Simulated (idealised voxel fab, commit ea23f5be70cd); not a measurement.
The process module that follows is named voxel released beams.
The width of the displayed cross-section, cut, is 160 nm; its cells are square, with a size of 5 nm.
Heads up, the way a cross-section reads in here is a grid of square cells, handed over as bands from the top down, with every band being one or more rows of cells. It is stipulated that each band's entry specify, in nanometres, the height of the top of the band and then that of its bottom, followed by the materials of the band in left-to-right sequence, each together with its width in nanometres. A single material marked by the word "full width" is understood to fill the band from edge to edge; the word "air" is understood to denote empty space. Basically, 0 is our baseline, since under it the wafer straight out of the box is all one material. The bottom band has no lower end and keeps on going down, so it looks like "0 -> down". Quick explanation for "30 to 40": the width changes in equal steps down the rows of cells, from the first number in the band's top row to the second number in its bottom row. When a step is marked "identical to before", none of the cells in the cross-section changed during that step. Each empty space that has no open way to the top and spans at least 8 cells appears under "Unvented voids" as width x height at distance, the distance counted from the left edge, all in nm. On a step's line, text after the settings is the simulator commenting on that step. If you see "overlay nm" on a step's line and that step has a mask, it's telling you how far right of where it was planned the mask ended up; a negative number means it went left instead.

**Steps planned for the process**
1,RECEIVE with material Si
2,CONFORMAL_DEP with material Al2O3, thk nm 5
3,DIRECTIONAL_DEP with material SiO2, thk nm 20
4,DIRECTIONAL_DEP with material aC, thk nm 10
5,PATTERN with tone open, mask id ANCHOR, material resist, width nm 25, thk nm 25, overlay nm 0
6,DIRECTIONAL_ETCH with etch materials aC, depth nm 10
7,STRIP with etch materials resist
8,DIRECTIONAL_ETCH with etch materials SiO2, depth nm 20
9,STRIP with etch materials aC
10,CONFORMAL_DEP with material polySi, thk nm 10
11,PATTERN with tone cover, mask id BEAM, material resist, width nm 80, thk nm 15, overlay nm 0
12,DIRECTIONAL_ETCH with etch materials polySi, depth nm 10
13,STRIP with etch materials resist
14,STRIP with etch materials SiO2
Wafers differ in width nm at step 11; plan lists the first wafer's value; identical starting state.

**As-received state after step 1, first of several wafers, cross-section**
* 0 -> down | Si full width
* Unvented voids: none

**Where each wafer stands at the end of the module, a row apiece: cells of each material gained (+) or lost (-) since it was received, then closed voids**
width nm 80, +32 Al2O3, +48 polySi, Unvented voids: none
width nm 85, +32 Al2O3, +50 polySi, Unvented voids: none
width nm 90, +32 Al2O3, +52 polySi, Unvented voids: none
width nm 95, +32 Al2O3, +54 polySi, Unvented voids: none
width nm 100, +32 Al2O3, +56 polySi, Unvented voids: none
width nm 105, +32 Al2O3, +58 polySi, Unvented voids: none
